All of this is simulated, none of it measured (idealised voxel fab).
The process module presented herein is designated voxel transistor to metal.
Cross-section cut spans 160 nm and uses square cells 5 nm in size.
A cross-section is written here as square cells arranged in a grid, and it is given in bands from the top down, each band taking up one or more rows of cells.
Band entry format. Leading values: height of top, height of bottom, nm. Remainder: materials in left-to-right order, each with its width in nm. Special words: "throughout" on a single material, which then fills the band edge to edge; "blank", empty space.
Heights are expressed relative to 0, this being the level below which the as-received wafer comprises one material exclusively. The lowest band is unbounded in the downward direction and is denoted as in "from 0 down".
Width "30 to 40": first value at the band's top row of cells, second value at its bottom row, equal change from row to row.
Given "nothing was modified" for a step, no cell of the cross-section differs between before and after that step.
"Enclosed void list" contains a list of empty spaces, each no smaller than 8 cells and without an open way to the top, written in the form width x height at distance with the distance from the left edge and all three in nm.
On each step's line, the part that comes after the settings is the simulator's own comment on the step.
overlay nm: mask right of planned place by this much (step with mask). Neg. = left.
The following list gives the planned process steps
| 1 | RECEIVE,material Si |
| 2 | CONFORMAL_DEP,material SiO2,thk nm 5 |
| 3 | CONFORMAL_DEP,material SiN,thk nm 10 |
| 4 | PATTERN,tone cover,mask id ACTIVE,material resist,width nm 100,thk nm 20,overlay nm 0 |
| 5 | DIRECTIONAL_ETCH,etch materials SiN,depth nm 10 |
| 6 | DIRECTIONAL_ETCH,etch materials SiO2,depth nm 5 |
| 7 | DIRECTIONAL_ETCH,etch materials Si,depth nm 30 |
| 8 | STRIP,etch materials resist |
| 9 | OXIDIZE,depth nm 5 |
| 10 | FILL_DEP,material SiO2,thk nm 15 |
| 11 | CMP,height nm 15 |
| 12 | SELECTIVE_ETCH,etch materials SiO2,depth nm 5 |
| 13 | STRIP,etch materials SiN |
| 14 | SELECTIVE_ETCH,etch materials SiO2,depth nm 5 |
| 15 | OXIDIZE,depth nm 5 |
| 16 | DIRECTIONAL_DEP,material polySi,thk nm 25 |
| 17 | DIRECTIONAL_DEP,material SiCN,thk nm 15 |
| 18 | DIRECTIONAL_DEP,material aC,thk nm 15 |
| 19 | PATTERN,tone cover,mask id GATE,material resist,width nm 30,thk nm 30,overlay nm 0 |
| 20 | DIRECTIONAL_ETCH,etch materials aC,depth nm 15 |
| 21 | STRIP,etch materials resist |
| 22 | DIRECTIONAL_ETCH,etch materials SiCN,depth nm 25 |
| 23 | DIRECTIONAL_ETCH,etch materials polySi,depth nm 35 |
| 24 | STRIP,etch materials aC |
| 25 | CONFORMAL_DEP,material SiN,thk nm 5 |
| 26 | DIRECTIONAL_ETCH,etch materials SiN,depth nm 5 |
| 27 | DIRECTIONAL_ETCH,etch materials SiO2,depth nm 5 |
| 28 | DIRECTIONAL_ETCH,etch materials Si,depth nm 15 |
| 29 | EPI,material pSi,thk nm 15 |
| 30 | FILL_DEP,material SiO2,thk nm 10 |
| 31 | CMP,height nm 25 |
| 32 | STRIP,etch materials polySi |
| 33 | SELECTIVE_ETCH,etch materials SiO2,depth nm 5 |
| 34 | CONFORMAL_DEP,material HfO2,thk nm 5 |
| 35 | CONFORMAL_DEP,material TiN,thk nm 5 |
| 36 | FILL_DEP,material W,thk nm 5 |
| 37 | CMP,height nm 20 |
| 38 | DIRECTIONAL_DEP,material SiO2,thk nm 10 |
| 39 | MASKED_ETCH,tone open,mask id CONTACT,width nm 15,pitch nm 75,etch materials SiO2,depth nm 35,overlay nm 0 |
| 40 | CONFORMAL_DEP,material TiN,thk nm 5 |
| 41 | FILL_DEP,material Ru,thk nm 5 |
| 42 | CMP,height nm 30 |
| 43 | CONFORMAL_DEP,material SiN,thk nm 5 |
| 44 | DIRECTIONAL_DEP,material SiO2,thk nm 25 |
| 45 | PATTERN,tone open,mask id METAL_1,material resist,width nm 15,pitch nm 75,thk nm 20,overlay nm 0 |
| 46 | DIRECTIONAL_ETCH,etch materials SiO2,depth nm 25 |
| 47 | DIRECTIONAL_ETCH,etch materials SiN,depth nm 5 |
| 48 | STRIP,etch materials resist |
| 49 | CONFORMAL_DEP,material TiN,thk nm 5 |
| 50 | FILL_DEP,material Cu,thk nm 10 |
| 51 | CMP,height nm 60 |
| 52 | EPI,material Ru,thk nm 5 |
| 53 | FILL_DEP,material SiCN,thk nm 5 |
This is the cross-section of the wafer as we received it, i.e. after step 1
    from 0 down = Si throughout
    Enclosed void list: none
Final wafer profile in cross-section after the module, from the same start and plan as above, with one mistake made during processing
    from 70 to 65 = SiCN throughout
    from 65 to 60 = SiCN 30  Ru 25  SiCN 50  Ru 25  SiCN 30
    from 60 to 35 = SiO2 35  TiN 5  Cu 5  TiN 5  SiO2 60  TiN 5  Cu 5  TiN 5  SiO2 35
    from 35 to 30 = SiN 35  TiN 15  SiN 60  TiN 15  SiN 35
    from 30 to 20 = SiO2 35  TiN 5  Ru 5  TiN 5  SiO2 60  TiN 5  Ru 5  TiN 5  SiO2 35
    from 20 to 15 = SiO2 35  TiN 5  Ru 5  TiN 5  SiO2 10  SiN 5  HfO2 5  TiN 5  W 10  TiN 5  HfO2 5  SiN 5  SiO2 10  TiN 5  Ru 5  TiN 5  SiO2 35
    from 15 to 10 = SiO2 35  TiN 15  SiO2 10  SiN 5  HfO2 5  TiN 5  W 10  TiN 5  HfO2 5  SiN 5  SiO2 10  TiN 15  SiO2 35
    from 10 to 5 = SiO2 35  TiN 10  pSi 15  SiN 5  HfO2 5  TiN 5  W 10  TiN 5  HfO2 5  SiN 5  pSi 15  TiN 10  SiO2 35
    from 5 to 0 = SiO2 35  SiN 5  TiN 5  pSi 15  SiN 5  HfO2 5  TiN 20  HfO2 5  SiN 5  pSi 15  TiN 10  SiO2 15  SiN 5  SiO2 15
    from 0 to -5 = SiO2 40  TiN 5  pSi 15  HfO2 40  pSi 15  TiN 10  SiO2 35
    from -5 to -20 = SiO2 45  pSi 15  Si 40  pSi 35  SiO2 25
    from -20 to -35 = SiO2 45  Si 90  SiO2 25
    from -35 down = Si throughout
    Enclosed void list: none
Short version of what went wrong: it should be noted that step 4 was executed with settings other than those planned, the operation and settings actually applied being PATTERN,tone cover,mask id ACTIVE,material resist,width nm 100,thk nm 20,overlay nm 10
